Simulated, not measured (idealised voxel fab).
process module | voxel gate over fins
cross-section cut | 225 nm wide | cells 5 nm
A cross-section is a grid of square cells, given in bands from the top down. A band is one or more rows of cells.
Each band's line starts with the height of the band's top and of its bottom, in nm. Then come its materials from left to right, each with its width in nm. One material with "throughout" fills the band from edge to edge. "air" is empty space.
Height 0 is the level under which the wafer as received is all one material. The lowest band goes on downwards, as in "0 down".
A width such as "30 to 40" changes by the same amount from each row of cells to the next, from the band's top row to its bottom row.
"no change" after a step means that no cell of the cross-section changed.
closed voids: empty space of 8 cells or more with no open way to the top, each as width x height at its distance from the left edge, in nm
after a step's settings: what the simulator itself notes on the step
overlay nm, on a step with a mask: how far to the right of its planned place the mask lay; to the left if negative
plan
1 op RECEIVE | material Si
2 op CONFORMAL_DEP | material SiN | thk nm 5
3 op PATTERN | tone cover | mask id FINS | material resist | width nm 15 | pitch nm 35 | thk nm 15 | overlay nm 0
4 op DIRECTIONAL_ETCH | etch materials SiN | depth nm 5
5 op DIRECTIONAL_ETCH | etch materials Si | depth nm 40
6 op STRIP | etch materials resist
7 op OXIDIZE | depth nm 5
8 op FILL_DEP | material SiO2 | thk nm 15
9 op CMP | height nm 5
10 op SELECTIVE_ETCH | etch materials SiO2 | depth nm 20
11 op STRIP | etch materials SiN
12 op CONFORMAL_DEP | material HfO2 | thk nm 5
13 op CONFORMAL_DEP | material TiN | thk nm 5
14 op FILL_DEP | material W | thk nm 15
15 op CMP | height nm 20
16 op CONFORMAL_DEP | material SiCN | thk nm 5
as received, after step 1
  0 down: Si throughout
  closed voids: none
first wafer at the end, as planned
  25 to 20: SiCN throughout
  20 to 10: W throughout
  10 to 5: W 65 | TiN 25 | W 10 | TiN 25 | W 10 | TiN 25 | W 65
  5 to 0: W 65 | TiN 5 | HfO2 15 | TiN 5 | W 10 | TiN 5 | HfO2 15 | TiN 5 | W 10 | TiN 5 | HfO2 15 | TiN 5 | W 65
  0 to -5: W 65 | TiN 5 | HfO2 5 | Si 5 | HfO2 5 | TiN 5 | W 10 | TiN 5 | HfO2 5 | Si 5 | HfO2 5 | TiN 5 | W 10 | TiN 5 | HfO2 5 | Si 5 | HfO2 5 | TiN 5 | W 65
  -5 to -10: TiN 70 | HfO2 5 | Si 5 | HfO2 5 | TiN 20 | HfO2 5 | Si 5 | HfO2 5 | TiN 20 | HfO2 5 | Si 5 | HfO2 5 | TiN 70
  -10 to -15: HfO2 75 | Si 5 | HfO2 30 | Si 5 | HfO2 30 | Si 5 | HfO2 75
  -15 to -45: SiO2 75 | Si 5 | SiO2 30 | Si 5 | SiO2 30 | Si 5 | SiO2 75
  -45 down: Si throughout
  closed voids: none
second wafer at the end: like start, like plan, one mistake
  25 to 20: SiCN throughout
  20 to 10: W throughout
  10 to 5: W 55 | TiN 25 | W 10 | TiN 25 | W 10 | TiN 25 | W 75
  5 to 0: W 55 | TiN 5 | HfO2 15 | TiN 5 | W 10 | TiN 5 | HfO2 15 | TiN 5 | W 10 | TiN 5 | HfO2 15 | TiN 5 | W 75
  0 to -5: W 55 | TiN 5 | HfO2 5 | Si 5 | HfO2 5 | TiN 5 | W 10 | TiN 5 | HfO2 5 | Si 5 | HfO2 5 | TiN 5 | W 10 | TiN 5 | HfO2 5 | Si 5 | HfO2 5 | TiN 5 | W 75
  -5 to -10: TiN 60 | HfO2 5 | Si 5 | HfO2 5 | TiN 20 | HfO2 5 | Si 5 | HfO2 5 | TiN 20 | HfO2 5 | Si 5 | HfO2 5 | TiN 80
  -10 to -15: HfO2 65 | Si 5 | HfO2 30 | Si 5 | HfO2 30 | Si 5 | HfO2 85
  -15 to -45: SiO2 65 | Si 5 | SiO2 30 | Si 5 | SiO2 30 | Si 5 | SiO2 85
  -45 down: Si throughout
  closed voids: none
what went wrong: step 3 ran as: op PATTERN | tone cover | mask id FINS | material resist | width nm 15 | pitch nm 35 | thk nm 15 | overlay nm -10
at the end the second wafer has, in cells: as many of each material as the first, in other places
